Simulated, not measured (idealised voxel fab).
A process module follows: voxel gate over fins.
Cross-section cut: width 255 nm, square cells of 5 nm.
In this document a cross-section is written as a grid of square cells. It is given as a series of bands, listed from the top down, and a band is one or more rows of cells. Each band's line starts with the height of the band's top and of its bottom, in nm. Then come its materials from left to right, each with its width in nm. One material with "throughout" fills the band from edge to edge. "blank" is empty space. Height datum 0, below which the as-received substrate wafer is one material. Lowest band open at the bottom, running downward: "0..down". You'd read "30..40" like this: the band's top row of cells is as wide as the first number, its bottom row is as wide as the second, and going down, every row changes width by the same amount as the row before did. Where the words "no change" appear for a step, the cross-section shows no cell changed by that step; every cell remained as before. This entry, "Enclosed internal voids", enumerates those empty regions of no fewer than 8 cells that possess no open connection to the top. Each region is reported in the form width x height at distance, the distance being taken from the left edge, with all three quantities expressed in nm. Note: text after step settings on the step line = simulator remark on that step. overlay nm: mask offset rightward from planned place, masked step; negative means leftward offset.
The process steps that were planned are listed below
1,RECEIVE [material Si]
2,CONFORMAL_DEP [material SiN] [thk nm 5]
3,DIRECTIONAL_DEP [material aC] [thk nm 15]
4,PATTERN [tone cover] [mask id FINS] [material resist] [width nm 15] [pitch nm 35] [thk nm 35] [overlay nm -15]
5,DIRECTIONAL_ETCH [etch materials aC] [depth nm 15]
6,STRIP [etch materials resist]
7,DIRECTIONAL_ETCH [etch materials SiN] [depth nm 5]
8,DIRECTIONAL_ETCH [etch materials Si] [depth nm 30]
9,STRIP [etch materials aC]
10,FILL_DEP [material SiO2] [thk nm 15]
11,CMP [height nm 5]
12,SELECTIVE_ETCH [etch materials SiO2] [depth nm 15]
13,STRIP [etch materials SiN]
14,CONFORMAL_DEP [material HfO2] [thk nm 5]
15,CONFORMAL_DEP [material TiN] [thk nm 5]
16,CONFORMAL_DEP [material TiAl] [thk nm 5]
17,CONFORMAL_DEP [material TiN] [thk nm 5]
18,FILL_DEP [material W] [thk nm 15]
19,CMP [height nm 30]
20,CONFORMAL_DEP [material SiN] [thk nm 10]
Variable across wafers: step 4 overlay nm (plan value is that of the first wafer; starting state common to all).
So this is the first of several wafers, cross-sectioned as it came to us, meaning it's at the end of step 1
0..down = Si throughout
Enclosed internal voids: none
Row per wafer, end-of-module: cell gain (+)/loss (-) by material since the wafer came in, then closed voids
overlay nm -15; +67 HfO2; -234 Si; +102 SiN; +156 SiO2; +55 TiAl; +122 TiN; +140 W; Enclosed internal voids: none
overlay nm -10; +67 HfO2; -234 Si; +102 SiN; +156 SiO2; +55 TiAl; +122 TiN; +140 W; Enclosed internal voids: none
overlay nm -5; +67 HfO2; -234 Si; +102 SiN; +156 SiO2; +55 TiAl; +122 TiN; +140 W; Enclosed internal voids: none
overlay nm 0; +67 HfO2; -234 Si; +102 SiN; +156 SiO2; +55 TiAl; +122 TiN; +140 W; Enclosed internal voids: none
overlay nm 5; +67 HfO2; -234 Si; +102 SiN; +156 SiO2; +55 TiAl; +122 TiN; +140 W; Enclosed internal voids: none
overlay nm 10; +67 HfO2; -234 Si; +102 SiN; +156 SiO2; +55 TiAl; +122 TiN; +140 W; Enclosed internal voids: none
overlay nm 15; +67 HfO2; -234 Si; +102 SiN; +156 SiO2; +55 TiAl; +122 TiN; +140 W; Enclosed internal voids: none
